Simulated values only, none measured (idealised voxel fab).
Name of the process module below: voxel lift off
The cross-section shown here is cut; it is 285 nm wide and divided into square cells measuring 5 nm on a side.
A cross-section is written here as square cells arranged in a grid, and it is given in bands from the top down, each band taking up one or more rows of cells. Heights first: top, then bottom, in nm. Then materials, left to right, each with a width in nm. "full width" on a single material: fills the band edge to edge. "blank": empty space. All heights in this document are referenced to 0, defined as the level beneath which the wafer, as received, consists entirely of one material. The lowest band is not bounded below; it extends indefinitely downward and is written in the form "0..down". The notation "30->40" denotes a width that varies across the rows of cells in the band, beginning at the first number in the top row, finishing at the second number in the bottom row, and changing by an identical amount from each row to the next. Any step labelled "no change occurred" changed none of the cells in the cross-section. Enclosed voids (no open way to top), threshold 8 cells or more, entry "Closed void register", notation width x height at distance, distance from left edge, nm. If you see something after the settings on a step's line, that's the simulator's own remark about that step. overlay nm: where the mask lay relative to plan, measured to the right, on steps with a mask; negatives go left.

**So here's the lineup of process steps we planned**
1) op RECEIVE | material Si
2) op CONFORMAL_DEP | material Al2O3 | thk nm 5
3) op PATTERN | tone open | mask id LINES | material resist | width nm 15 | pitch nm 40 | thk nm 25 | overlay nm 0
4) op DIRECTIONAL_DEP | material Ru | thk nm 15
5) op STRIP | etch materials resist
6) op CONFORMAL_DEP | material SiN | thk nm 5
varied across the wafers: width nm of step 3. The plan shows the first wafer's value. All wafers start alike

**Here's the first of the wafers in cross-section, just as we got it, i.e. after step 1**
    0..down  Si full width
    Closed void register: none

**Each row below is a wafer at the end of the module, listing for every material the number of cells it has gained (+) or lost (-) since it was received, followed by its closed voids**
width nm 15; +57 Al2O3; +36 Ru; +81 SiN; Closed void register: none
width nm 20; +57 Al2O3; +48 Ru; +81 SiN; Closed void register: none
width nm 25; +57 Al2O3; +60 Ru; +81 SiN; Closed void register: none
